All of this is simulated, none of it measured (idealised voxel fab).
process module | voxel transistor to metal
Square cells of 5 nm make up the cross-section cut, whose width is 155 nm.
For the purposes of this document, a cross-section shall be understood as a grid of square cells, specified as bands listed in top-to-bottom order, each band consisting of one or more rows of cells.
A band entry consists of two parts. The first gives the height of the band's top and the height of its bottom, in nm. The rest lists the band's materials from left to right, each with its width in nm. A single material labelled with the word "all across" fills the band from edge to edge, and the word "air" marks empty space.
Height 0 is the level under which the wafer as received is all one material. The lowest band goes on downwards, as in "top 0, no bottom".
Graded width ("30->40"): value in top row of band = first number; value in bottom row = second number; row-to-row change constant.
Step marked "nothing changed"? Then no cell in the cross-section changed in it.
Look at "Closed internal voids" for the closed voids: empty spaces with no open path to the top, sized 8 cells or up. Each is width x height at distance, distance from the left edge, all nm.
Text after the settings on a step's line: the simulator's own remark on that step.
overlay nm: right-of-plan distance of the mask on a masked step; negative values mean left-of-plan.

# The following list gives the planned process steps
- 1: RECEIVE with material Si
- 2: OXIDIZE with depth nm 5
- 3: CONFORMAL_DEP with material SiN, thk nm 15
- 4: DIRECTIONAL_DEP with material aC, thk nm 15
- 5: PATTERN with tone cover, mask id ACTIVE, material resist, width nm 110, thk nm 35, overlay nm 0
- 6: DIRECTIONAL_ETCH with etch materials aC, depth nm 15
- 7: STRIP with etch materials resist
- 8: DIRECTIONAL_ETCH with etch materials SiN, depth nm 15
- 9: DIRECTIONAL_ETCH with etch materials SiO2, depth nm 5
- 10: DIRECTIONAL_ETCH with etch materials Si, depth nm 35
- 11: STRIP with etch materials aC
- 12: OXIDIZE with depth nm 5
- 13: FILL_DEP with material SiO2, thk nm 15
- 14: CMP with height nm 15
- 15: SELECTIVE_ETCH with etch materials SiO2, depth nm 10
- 16: STRIP with etch materials SiN
- 17: SELECTIVE_ETCH with etch materials SiO2, depth nm 5
- 18: OXIDIZE with depth nm 5
- 19: DIRECTIONAL_DEP with material polySi, thk nm 25
- 20: DIRECTIONAL_DEP with material SiCN, thk nm 10
- 21: DIRECTIONAL_DEP with material aC, thk nm 10
- 22: PATTERN with tone cover, mask id GATE, material resist, width nm 20, thk nm 25, overlay nm 0
- 23: DIRECTIONAL_ETCH with etch materials aC, depth nm 10
- 24: STRIP with etch materials resist
- 25: DIRECTIONAL_ETCH with etch materials SiCN, depth nm 20
- 26: DIRECTIONAL_ETCH with etch materials polySi, depth nm 35
- 27: STRIP with etch materials aC
- 28: CONFORMAL_DEP with material SiN, thk nm 5
- 29: DIRECTIONAL_ETCH with etch materials SiN, depth nm 5
- 30: DIRECTIONAL_ETCH with etch materials SiO2, depth nm 5
- 31: DIRECTIONAL_ETCH with etch materials Si, depth nm 10
- 32: EPI with material pSi, thk nm 15
- 33: FILL_DEP with material SiO2, thk nm 10
- 34: CMP with height nm 30
- 35: DIRECTIONAL_DEP with material SiO2, thk nm 15
- 36: MASKED_ETCH with tone open, mask id CONTACT, width nm 30, pitch nm 60, etch materials SiO2, depth nm 50, overlay nm 0
- 37: CONFORMAL_DEP with material TiN, thk nm 5
- 38: FILL_DEP with material Ru, thk nm 10
- 39: CMP with height nm 45
- 40: CONFORMAL_DEP with material SiCN, thk nm 5
- 41: DIRECTIONAL_DEP with material SiO2, thk nm 25
- 42: PATTERN with tone open, mask id METAL_1, material resist, width nm 20, pitch nm 70, thk nm 20, overlay nm 0
- 43: DIRECTIONAL_ETCH with etch materials SiO2, depth nm 25
- 44: DIRECTIONAL_ETCH with etch materials SiCN, depth nm 5
- 45: STRIP with etch materials resist
- 46: CONFORMAL_DEP with material TiN, thk nm 5
- 47: FILL_DEP with material W, thk nm 5
- 48: CMP with height nm 75
- 49: EPI with material Ru, thk nm 5
- 50: FILL_DEP with material SiCN, thk nm 5

# Account of the first of two wafers, which was processed as intended

# Cross-section of the wafer upon arrival, representing the state reached after step 1
* top 0, no bottom | Si all across
* Closed internal voids: none

# Cross-sectional representation of the wafer at the conclusion of step 2
* top 0, bottom -5 | SiO2 all across
* At heights below -5, the structure remains unaltered.

# Cross-sectional representation of the wafer at the conclusion of step 3
* top 15, bottom 0 | SiN all across
* At heights below 0, the structure remains unaltered.

# Cross-sectional representation of the wafer at the conclusion of step 4
* top 30, bottom 15 | aC all across
* At heights below 15, the structure remains unaltered.

# Cross-sectional representation of the wafer at the conclusion of step 5
* top 65, bottom 30 | air (20), then resist (110), then air (25)
* At heights below 30, the structure remains unaltered.

# Cross-sectional representation of the wafer at the conclusion of step 6
* top 50, bottom 30 | air (20), then resist (110), then air (25)
* top 30, bottom 15 | air (20), then aC (110), then air (25)
* At heights below 15, the structure remains unaltered.

# Cross-sectional representation of the wafer at the conclusion of step 7
* top 30, bottom 15 | air (20), then aC (110), then air (25)
* At heights below 15, the structure remains unaltered.

# Cross-sectional representation of the wafer at the conclusion of step 8
* top 30, bottom 15 | air (20), then aC (110), then air (25)
* top 15, bottom 0 | air (20), then SiN (110), then air (25)
* At heights below 0, the structure remains unaltered.

# Cross-sectional representation of the wafer at the conclusion of step 9
* top 30, bottom 15 | air (20), then aC (110), then air (25)
* top 15, bottom 0 | air (20), then SiN (110), then air (25)
* top 0, bottom -5 | air (20), then SiO2 (110), then air (25)
* At heights below -5, the structure remains unaltered.

# Cross-sectional representation of the wafer at the conclusion of step 10
* top 30, bottom 15 | air (20), then aC (110), then air (25)
* top 15, bottom 0 | air (20), then SiN (110), then air (25)
* top 0, bottom -5 | air (20), then SiO2 (110), then air (25)
* top -5, bottom -40 | air (20), then Si (110), then air (25)
* At heights below -40, the structure remains unaltered.

# Cross-sectional representation of the wafer at the conclusion of step 11
* top 15, bottom 0 | air (20), then SiN (110), then air (25)
* At heights below 0, the structure remains unaltered.

# Cross-sectional representation of the wafer at the conclusion of step 12
* top 15, bottom 0 | air (20), then SiN (110), then air (25)
* top 0, bottom -5 | air (20), then SiO2 (110), then air (25)
* top -5, bottom -40 | air (20), then SiO2 (5), then Si (100), then SiO2 (5), then air (25)
* top -40, bottom -45 | SiO2 (25), then Si (100), then SiO2 (30)
* At heights below -45, the structure remains unaltered.

# Cross-sectional representation of the wafer at the conclusion of step 13
* top 30, bottom 15 | SiO2 all across
* top 15, bottom 0 | SiO2 (20), then SiN (110), then SiO2 (25)
* top 0, bottom -5 | SiO2 all across
* top -5, bottom -45 | SiO2 (25), then Si (100), then SiO2 (30)
* At heights below -45, the structure remains unaltered.

# Cross-sectional representation of the wafer at the conclusion of step 14
* top 15, bottom 0 | SiO2 (20), then SiN (110), then SiO2 (25)
* At heights below 0, the structure remains unaltered.

# Cross-sectional representation of the wafer at the conclusion of step 15
* top 15, bottom 5 | air (20), then SiN (110), then air (25)
* At heights below 5, the structure remains unaltered.

# Cross-sectional representation of the wafer at the conclusion of step 16
* top 5, bottom 0 | SiO2 (20), then air (110), then SiO2 (25)
* At heights below 0, the structure remains unaltered.

# Cross-sectional representation of the wafer at the conclusion of step 17
* top 0, bottom -5 | SiO2 (15), then air (120), then SiO2 (20)
* At heights below -5, the structure remains unaltered.

# Cross-sectional representation of the wafer at the conclusion of step 18
* top 0, bottom -5 | SiO2 (15), then air (120), then SiO2 (20)
* top -5, bottom -10 | SiO2 all across
* At heights below -10, the structure remains unaltered.

# Cross-sectional representation of the wafer at the conclusion of step 19
* top 25, bottom 20 | polySi (15), then air (120), then polySi (20)
* top 20, bottom 0 | polySi all across
* top 0, bottom -5 | SiO2 (15), then polySi (120), then SiO2 (20)
* At heights below -5, the structure remains unaltered.

# Cross-sectional representation of the wafer at the conclusion of step 20
* top 35, bottom 30 | SiCN (15), then air (120), then SiCN (20)
* top 30, bottom 25 | SiCN all across
* top 25, bottom 20 | polySi (15), then SiCN (120), then polySi (20)
* At heights below 20, the structure remains unaltered.

# Cross-sectional representation of the wafer at the conclusion of step 21
* top 45, bottom 40 | aC (15), then air (120), then aC (20)
* top 40, bottom 35 | aC all across
* top 35, bottom 30 | SiCN (15), then aC (120), then SiCN (20)
* At heights below 30, the structure remains unaltered.

# Cross-sectional representation of the wafer at the conclusion of step 22
* top 70, bottom 45 | air (65), then resist (20), then air (70)
* top 45, bottom 40 | aC (15), then air (50), then resist (20), then air (50), then aC (20)
* At heights below 40, the structure remains unaltered.

# Cross-sectional representation of the wafer at the conclusion of step 23
* top 60, bottom 40 | air (65), then resist (20), then air (70)
* top 40, bottom 35 | air (65), then aC (20), then air (70)
* top 35, bottom 30 | SiCN (15), then air (50), then aC (20), then air (50), then SiCN (20)
* At heights below 30, the structure remains unaltered.

# Cross-sectional representation of the wafer at the conclusion of step 24
* top 40, bottom 35 | air (65), then aC (20), then air (70)
* At heights below 35, the structure remains unaltered.

# Cross-sectional representation of the wafer at the conclusion of step 25
* top 40, bottom 30 | air (65), then aC (20), then air (70)
* top 30, bottom 25 | air (65), then SiCN (20), then air (70)
* top 25, bottom 20 | polySi (15), then air (50), then SiCN (20), then air (50), then polySi (20)
* At heights below 20, the structure remains unaltered.

# Cross-sectional representation of the wafer at the conclusion of step 26
* top 40, bottom 30 | air (65), then aC (20), then air (70)
* top 30, bottom 20 | air (65), then SiCN (20), then air (70)
* top 20, bottom 0 | air (65), then polySi (20), then air (70)
* top 0, bottom -5 | SiO2 (15), then air (50), then polySi (20), then air (50), then SiO2 (20)
* At heights below -5, the structure remains unaltered.

# Cross-sectional representation of the wafer at the conclusion of step 27
* top 30, bottom 20 | air (65), then SiCN (20), then air (70)
* At heights below 20, the structure remains unaltered.

# Cross-sectional representation of the wafer at the conclusion of step 28
* top 35, bottom 30 | air (60), then SiN (30), then air (65)
* top 30, bottom 20 | air (60), then SiN (5), then SiCN (20), then SiN (5), then air (65)
* top 20, bottom 5 | air (60), then SiN (5), then polySi (20), then SiN (5), then air (65)
* top 5, bottom 0 | SiN (20), then air (40), then SiN (5), then polySi (20), then SiN (5), then air (40), then SiN (25)
* top 0, bottom -5 | SiO2 (15), then SiN (50), then polySi (20), then SiN (50), then SiO2 (20)
* At heights below -5, the structure remains unaltered.

# Cross-sectional representation of the wafer at the conclusion of step 29
* top 30, bottom 20 | air (60), then SiN (5), then SiCN (20), then SiN (5), then air (65)
* top 20, bottom 0 | air (60), then SiN (5), then polySi (20), then SiN (5), then air (65)
* top 0, bottom -5 | SiO2 (15), then SiN (5), then air (40), then SiN (5), then polySi (20), then SiN (5), then air (40), then SiN (5), then SiO2 (20)
* At heights below -5, the structure remains unaltered.

# Cross-sectional representation of the wafer at the conclusion of step 30
* top 30, bottom 20 | air (60), then SiN (5), then SiCN (20), then SiN (5), then air (65)
* top 20, bottom 0 | air (60), then SiN (5), then polySi (20), then SiN (5), then air (65)
* top 0, bottom -5 | air (15), then SiN (5), then air (40), then SiN (5), then polySi (20), then SiN (5), then air (40), then SiN (5), then air (20)
* top -5, bottom -10 | SiO2 (20), then air (40), then SiO2 (30), then air (40), then SiO2 (25)
* At heights below -10, the structure remains unaltered.

# Cross-sectional representation of the wafer at the conclusion of step 31
* top 30, bottom 20 | air (60), then SiN (5), then SiCN (20), then SiN (5), then air (65)
* top 20, bottom 0 | air (60), then SiN (5), then polySi (20), then SiN (5), then air (65)
* top 0, bottom -5 | air (15), then SiN (5), then air (40), then SiN (5), then polySi (20), then SiN (5), then air (40), then SiN (5), then air (20)
* top -5, bottom -10 | SiO2 (20), then air (40), then SiO2 (30), then air (40), then SiO2 (25)
* top -10, bottom -20 | SiO2 (25), then air (35), then Si (30), then air (35), then SiO2 (30)
* At heights below -20, the structure remains unaltered.

# Cross-sectional representation of the wafer at the conclusion of step 32
* top 30, bottom 20 | air (60), then SiN (5), then SiCN (20), then SiN (5), then air (65)
* top 20, bottom 5 | air (60), then SiN (5), then polySi (20), then SiN (5), then air (65)
* top 5, bottom 0 | air (45), then pSi (15), then SiN (5), then polySi (20), then SiN (5), then pSi (15), then air (50)
* top 0, bottom -5 | air (15), then SiN (5), then air (25), then pSi (15), then SiN (5), then polySi (20), then SiN (5), then pSi (15), then air (25), then SiN (5), then air (20)
* top -5, bottom -10 | SiO2 (20), then pSi (40), then SiO2 (30), then pSi (40), then SiO2 (25)
* top -10, bottom -20 | SiO2 (25), then pSi (35), then Si (30), then pSi (35), then SiO2 (30)
* At heights below -20, the structure remains unaltered.

# Cross-sectional representation of the wafer at the conclusion of step 33
* top 40, bottom 30 | SiO2 all across
* top 30, bottom 20 | SiO2 (60), then SiN (5), then SiCN (20), then SiN (5), then SiO2 (65)
* top 20, bottom 5 | SiO2 (60), then SiN (5), then polySi (20), then SiN (5), then SiO2 (65)
* top 5, bottom 0 | SiO2 (45), then pSi (15), then SiN (5), then polySi (20), then SiN (5), then pSi (15), then SiO2 (50)
* top 0, bottom -5 | SiO2 (15), then SiN (5), then SiO2 (25), then pSi (15), then SiN (5), then polySi (20), then SiN (5), then pSi (15), then SiO2 (25), then SiN (5), then SiO2 (20)
* At heights below -5, the structure remains unaltered.

# Cross-sectional representation of the wafer at the conclusion of step 34
* top 30, bottom 20 | SiO2 (60), then SiN (5), then SiCN (20), then SiN (5), then SiO2 (65)
* At heights below 20, the structure remains unaltered.

# Cross-sectional representation of the wafer at the conclusion of step 35
* top 45, bottom 30 | SiO2 all across
* At heights below 30, the structure remains unaltered.

# Cross-sectional representation of the wafer at the conclusion of step 36
* top 45, bottom 30 | SiO2 (30), then air (30), then SiO2 (30), then air (30), then SiO2 (35)
* top 30, bottom 20 | SiO2 (30), then air (30), then SiN (5), then SiCN (20), then SiN (5), then air (30), then SiO2 (35)
* top 20, bottom 5 | SiO2 (30), then air (30), then SiN (5), then polySi (20), then SiN (5), then air (30), then SiO2 (35)
* top 5, bottom 0 | SiO2 (30), then air (15), then pSi (15), then SiN (5), then polySi (20), then SiN (5), then pSi (15), then air (15), then SiO2 (35)
* top 0, bottom -5 | SiO2 (15), then SiN (5), then SiO2 (10), then air (15), then pSi (15), then SiN (5), then polySi (20), then SiN (5), then pSi (15), then air (15), then SiO2 (10), then SiN (5), then SiO2 (20)
* At heights below -5, the structure remains unaltered.

# Cross-sectional representation of the wafer at the conclusion of step 37
* top 50, bottom 45 | TiN (35), then air (20), then TiN (40), then air (20), then TiN (40)
* top 45, bottom 30 | SiO2 (30), then TiN (5), then air (20), then TiN (5), then SiO2 (30), then TiN (5), then air (20), then TiN (5), then SiO2 (35)
* top 30, bottom 20 | SiO2 (30), then TiN (5), then air (20), then TiN (5), then SiN (5), then SiCN (20), then SiN (5), then TiN (5), then air (20), then TiN (5), then SiO2 (35)
* top 20, bottom 10 | SiO2 (30), then TiN (5), then air (20), then TiN (5), then SiN (5), then polySi (20), then SiN (5), then TiN (5), then air (20), then TiN (5), then SiO2 (35)
* top 10, bottom 5 | SiO2 (30), then TiN (5), then air (5), then TiN (20), then SiN (5), then polySi (20), then SiN (5), then TiN (20), then air (5), then TiN (5), then SiO2 (35)
* top 5, bottom 0 | SiO2 (30), then TiN (5), then air (5), then TiN (5), then pSi (15), then SiN (5), then polySi (20), then SiN (5), then pSi (15), then TiN (5), then air (5), then TiN (5), then SiO2 (35)
* top 0, bottom -5 | SiO2 (15), then SiN (5), then SiO2 (10), then TiN (15), then pSi (15), then SiN (5), then polySi (20), then SiN (5), then pSi (15), then TiN (15), then SiO2 (10), then SiN (5), then SiO2 (20)
* At heights below -5, the structure remains unaltered.

# Cross-sectional representation of the wafer at the conclusion of step 38
* top 60, bottom 50 | Ru all across
* top 50, bottom 45 | TiN (35), then Ru (20), then TiN (40), then Ru (20), then TiN (40)
* top 45, bottom 30 | SiO2 (30), then TiN (5), then Ru (20), then TiN (5), then SiO2 (30), then TiN (5), then Ru (20), then TiN (5), then SiO2 (35)
* top 30, bottom 20 | SiO2 (30), then TiN (5), then Ru (20), then TiN (5), then SiN (5), then SiCN (20), then SiN (5), then TiN (5), then Ru (20), then TiN (5), then SiO2 (35)
* top 20, bottom 10 | SiO2 (30), then TiN (5), then Ru (20), then TiN (5), then SiN (5), then polySi (20), then SiN (5), then TiN (5), then Ru (20), then TiN (5), then SiO2 (35)
* top 10, bottom 5 | SiO2 (30), then TiN (5), then Ru (5), then TiN (20), then SiN (5), then polySi (20), then SiN (5), then TiN (20), then Ru (5), then TiN (5), then SiO2 (35)
* top 5, bottom 0 | SiO2 (30), then TiN (5), then Ru (5), then TiN (5), then pSi (15), then SiN (5), then polySi (20), then SiN (5), then pSi (15), then TiN (5), then Ru (5), then TiN (5), then SiO2 (35)
* At heights below 0, the structure remains unaltered.

# Cross-sectional representation of the wafer at the conclusion of step 39
* top 45, bottom 30 | SiO2 (30), then TiN (5), then Ru (20), then TiN (5), then SiO2 (30), then TiN (5), then Ru (20), then TiN (5), then SiO2 (35)
* At heights below 30, the structure remains unaltered.

# Cross-sectional representation of the wafer at the conclusion of step 40
* top 50, bottom 45 | SiCN all across
* At heights below 45, the structure remains unaltered.

# Cross-sectional representation of the wafer at the conclusion of step 41
* top 75, bottom 50 | SiO2 all across
* At heights below 50, the structure remains unaltered.

# Cross-sectional representation of the wafer at the conclusion of step 42
* top 95, bottom 75 | resist (30), then air (20), then resist (50), then air (20), then resist (35)
* At heights below 75, the structure remains unaltered.

# Cross-sectional representation of the wafer at the conclusion of step 43
* top 95, bottom 75 | resist (30), then air (20), then resist (50), then air (20), then resist (35)
* top 75, bottom 50 | SiO2 (30), then air (20), then SiO2 (50), then air (20), then SiO2 (35)
* At heights below 50, the structure remains unaltered.

# Cross-sectional representation of the wafer at the conclusion of step 44
* top 95, bottom 75 | resist (30), then air (20), then resist (50), then air (20), then resist (35)
* top 75, bottom 50 | SiO2 (30), then air (20), then SiO2 (50), then air (20), then SiO2 (35)
* top 50, bottom 45 | SiCN (30), then air (20), then SiCN (50), then air (20), then SiCN (35)
* At heights below 45, the structure remains unaltered.

# Cross-sectional representation of the wafer at the conclusion of step 45
* top 75, bottom 50 | SiO2 (30), then air (20), then SiO2 (50), then air (20), then SiO2 (35)
* At heights below 50, the structure remains unaltered.

# Cross-sectional representation of the wafer at the conclusion of step 46
* top 80, bottom 75 | TiN (35), then air (10), then TiN (60), then air (10), then TiN (40)
* top 75, bottom 50 | SiO2 (30), then TiN (5), then air (10), then TiN (5), then SiO2 (50), then TiN (5), then air (10), then TiN (5), then SiO2 (35)
* top 50, bottom 45 | SiCN (30), then TiN (20), then SiCN (50), then TiN (20), then SiCN (35)
* At heights below 45, the structure remains unaltered.

# Cross-sectional representation of the wafer at the conclusion of step 47
* top 85, bottom 80 | W all across
* top 80, bottom 75 | TiN (35), then W (10), then TiN (60), then W (10), then TiN (40)
* top 75, bottom 50 | SiO2 (30), then TiN (5), then W (10), then TiN (5), then SiO2 (50), then TiN (5), then W (10), then TiN (5), then SiO2 (35)
* At heights below 50, the structure remains unaltered.

# Cross-sectional representation of the wafer at the conclusion of step 48
* top 75, bottom 50 | SiO2 (30), then TiN (5), then W (10), then TiN (5), then SiO2 (50), then TiN (5), then W (10), then TiN (5), then SiO2 (35)
* At heights below 50, the structure remains unaltered.

# Cross-sectional representation of the wafer at the conclusion of step 49
* top 80, bottom 75 | air (25), then Ru (30), then air (40), then Ru (30), then air (30)
* At heights below 75, the structure remains unaltered.

# Cross-sectional representation of the wafer at the conclusion of step 50
* top 85, bottom 80 | SiCN all across
* top 80, bottom 75 | SiCN (25), then Ru (30), then SiCN (40), then Ru (30), then SiCN (30)
* At heights below 75, the structure remains unaltered.

# The Second Wafer: Common Origin and Plan, One Mistake in Execution, Identical to the First Through Step 37

# Cross-section: second wafer, time at which step 38 was scheduled to end
* top 60, bottom 50 | W all across
* top 50, bottom 45 | TiN (35), then W (20), then TiN (40), then W (20), then TiN (40)
* top 45, bottom 30 | SiO2 (30), then TiN (5), then W (20), then TiN (5), then SiO2 (30), then TiN (5), then W (20), then TiN (5), then SiO2 (35)
* top 30, bottom 20 | SiO2 (30), then TiN (5), then W (20), then TiN (5), then SiN (5), then SiCN (20), then SiN (5), then TiN (5), then W (20), then TiN (5), then SiO2 (35)
* top 20, bottom 10 | SiO2 (30), then TiN (5), then W (20), then TiN (5), then SiN (5), then polySi (20), then SiN (5), then TiN (5), then W (20), then TiN (5), then SiO2 (35)
* top 10, bottom 5 | SiO2 (30), then TiN (5), then W (5), then TiN (20), then SiN (5), then polySi (20), then SiN (5), then TiN (20), then W (5), then TiN (5), then SiO2 (35)
* top 5, bottom 0 | SiO2 (30), then TiN (5), then W (5), then TiN (5), then pSi (15), then SiN (5), then polySi (20), then SiN (5), then pSi (15), then TiN (5), then W (5), then TiN (5), then SiO2 (35)
* At heights below 0, the structure remains unaltered.

# Cross-section: second wafer, time at which step 39 was scheduled to end
* top 45, bottom 30 | SiO2 (30), then TiN (5), then W (20), then TiN (5), then SiO2 (30), then TiN (5), then W (20), then TiN (5), then SiO2 (35)
* At heights below 30, the structure remains unaltered.

# Cross-section: second wafer, time at which step 40 was scheduled to end
* top 50, bottom 45 | SiCN all across
* At heights below 45, the structure remains unaltered.

# Cross-section: second wafer, time at which step 41 was scheduled to end
* top 75, bottom 50 | SiO2 all across
* At heights below 50, the structure remains unaltered.

# Cross-section: second wafer, time at which step 42 was scheduled to end
* top 95, bottom 75 | resist (30), then air (20), then resist (50), then air (20), then resist (35)
* At heights below 75, the structure remains unaltered.

# Cross-section: second wafer, time at which step 43 was scheduled to end
* top 95, bottom 75 | resist (30), then air (20), then resist (50), then air (20), then resist (35)
* top 75, bottom 50 | SiO2 (30), then air (20), then SiO2 (50), then air (20), then SiO2 (35)
* At heights below 50, the structure remains unaltered.

# Cross-section: second wafer, time at which step 44 was scheduled to end
* top 95, bottom 75 | resist (30), then air (20), then resist (50), then air (20), then resist (35)
* top 75, bottom 50 | SiO2 (30), then air (20), then SiO2 (50), then air (20), then SiO2 (35)
* top 50, bottom 45 | SiCN (30), then air (20), then SiCN (50), then air (20), then SiCN (35)
* At heights below 45, the structure remains unaltered.

# Cross-section: second wafer, time at which step 45 was scheduled to end
* top 75, bottom 50 | SiO2 (30), then air (20), then SiO2 (50), then air (20), then SiO2 (35)
* At heights below 50, the structure remains unaltered.

# Cross-section: second wafer, time at which step 46 was scheduled to end
* top 80, bottom 75 | TiN (35), then air (10), then TiN (60), then air (10), then TiN (40)
* top 75, bottom 50 | SiO2 (30), then TiN (5), then air (10), then TiN (5), then SiO2 (50), then TiN (5), then air (10), then TiN (5), then SiO2 (35)
* top 50, bottom 45 | SiCN (30), then TiN (20), then SiCN (50), then TiN (20), then SiCN (35)
* At heights below 45, the structure remains unaltered.

# Cross-section: second wafer, time at which step 47 was scheduled to end
* top 85, bottom 80 | W all across
* top 80, bottom 75 | TiN (35), then W (10), then TiN (60), then W (10), then TiN (40)
* top 75, bottom 50 | SiO2 (30), then TiN (5), then W (10), then TiN (5), then SiO2 (50), then TiN (5), then W (10), then TiN (5), then SiO2 (35)
* At heights below 50, the structure remains unaltered.

# Cross-section: second wafer, time at which step 48 was scheduled to end
* top 75, bottom 50 | SiO2 (30), then TiN (5), then W (10), then TiN (5), then SiO2 (50), then TiN (5), then W (10), then TiN (5), then SiO2 (35)
* At heights below 50, the structure remains unaltered.

# Cross-section: second wafer, time at which step 49 was scheduled to end
* top 80, bottom 75 | air (25), then Ru (30), then air (40), then Ru (30), then air (30)
* At heights below 75, the structure remains unaltered.

# Cross-section: second wafer, time at which step 50 was scheduled to end
* top 85, bottom 80 | SiCN all across
* top 80, bottom 75 | SiCN (25), then Ru (30), then SiCN (40), then Ru (30), then SiCN (30)
* At heights below 75, the structure remains unaltered.
Heads up, the wafer didn't run the way we planned it: note that step 38 departed from the planned setting and was carried out as FILL_DEP with material W, thk nm 10
Final difference in cells, second wafer against first, listed per material as more or fewer: 60 fewer of Ru; 60 more of W
